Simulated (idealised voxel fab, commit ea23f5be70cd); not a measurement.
process module | voxel self aligned contacts
cross-section cut | 200 nm wide | cells 5 nm
A cross-section is a grid of square cells, given in bands from the top down. A band is one or more rows of cells.
Each band's line starts with the height of the band's top and of its bottom, in nm. Then come its materials from left to right, each with its width in nm. One material with "throughout" fills the band from edge to edge. "air" is empty space.
Height 0 is the level under which the wafer as received is all one material. The lowest band goes on downwards, as in "0 down".
A width such as "30 to 40" changes by the same amount from each row of cells to the next, from the band's top row to its bottom row.
"no change" after a step means that no cell of the cross-section changed.
closed voids: empty space of 8 cells or more with no open way to the top, each as width x height at its distance from the left edge, in nm
after a step's settings: what the simulator itself notes on the step
overlay nm, on a step with a mask: how far to the right of its planned place the mask lay; to the left if negative
plan
1 op RECEIVE | material Si
2 op CONFORMAL_DEP | material SiO2 | thk nm 5
3 op DIRECTIONAL_DEP | material polySi | thk nm 30
4 op DIRECTIONAL_DEP | material SiN | thk nm 20
5 op DIRECTIONAL_DEP | material aC | thk nm 15
6 op PATTERN | tone cover | mask id GATE | material resist | width nm 25 | pitch nm 60 | thk nm 30 | overlay nm -15
7 op DIRECTIONAL_ETCH | etch materials aC | depth nm 15
8 op STRIP | etch materials resist
9 op DIRECTIONAL_ETCH | etch materials SiN | depth nm 20
10 op DIRECTIONAL_ETCH | etch materials polySi | depth nm 30
11 op STRIP | etch materials aC
12 op CONFORMAL_DEP | material SiN | thk nm 10
13 op DIRECTIONAL_ETCH | etch materials SiN | depth nm 10
14 op FILL_DEP | material SiO2 | thk nm 15
15 op CMP | height nm 60
16 op MASKED_ETCH | tone open | mask id CONTACT | width nm 45 | etch materials SiO2 | depth nm 60 | overlay nm 0
17 op CONFORMAL_DEP | material TiN | thk nm 5
18 op FILL_DEP | material Ru | thk nm 5
19 op CMP | height nm 60
20 op CONFORMAL_DEP | material SiN | thk nm 5
varied across the wafers: overlay nm of step 6. The plan shows the first wafer's value. All wafers start alike
first wafer as received, after step 1
  0 down: Si throughout
  closed voids: none
first wafer at the end, after step 20
  65 to 60: SiN throughout
  60 to 55: SiO2 75 | TiN 5 | Ru 5 | TiN 35 | SiO2 80
  55 to 35: SiO2 30 | SiN 45 | TiN 5 | Ru 5 | TiN 5 | SiN 45 | SiO2 65
  35 to 5: SiO2 30 | SiN 10 | polySi 25 | SiN 10 | TiN 5 | Ru 5 | TiN 5 | SiN 10 | polySi 25 | SiN 10 | SiO2 65
  5 to 0: SiO2 75 | TiN 15 | SiO2 110
  0 down: Si throughout
  closed voids: none
last wafer at the end
  65 to 60: SiN throughout
  60 to 55: SiO2 75 | TiN 35 | Ru 5 | TiN 5 | SiO2 80
  55 to 35: SiO2 60 | SiN 45 | TiN 5 | Ru 5 | TiN 5 | SiN 45 | SiO2 35
  35 to 5: SiO2 60 | SiN 10 | polySi 25 | SiN 10 | TiN 5 | Ru 5 | TiN 5 | SiN 10 | polySi 25 | SiN 10 | SiO2 35
  5 to 0: SiO2 105 | TiN 15 | SiO2 80
  0 down: Si throughout
  closed voids: none
each wafer at the end: cells of each material gained (+) or lost (-) since it was received, then its closed voids
overlay nm -15 | +11 Ru | +160 SiN | +258 SiO2 | +31 TiN | +60 polySi | closed voids: none
overlay nm -10 | +11 Ru | +160 SiN | +258 SiO2 | +31 TiN | +60 polySi | closed voids: none
overlay nm -5 | +11 Ru | +160 SiN | +258 SiO2 | +31 TiN | +60 polySi | closed voids: none
overlay nm 0 | +11 Ru | +160 SiN | +258 SiO2 | +31 TiN | +60 polySi | closed voids: none
overlay nm 5 | +11 Ru | +160 SiN | +258 SiO2 | +31 TiN | +60 polySi | closed voids: none
overlay nm 10 | +11 Ru | +160 SiN | +258 SiO2 | +31 TiN | +60 polySi | closed voids: none
overlay nm 15 | +11 Ru | +160 SiN | +258 SiO2 | +31 TiN | +60 polySi | closed voids: none
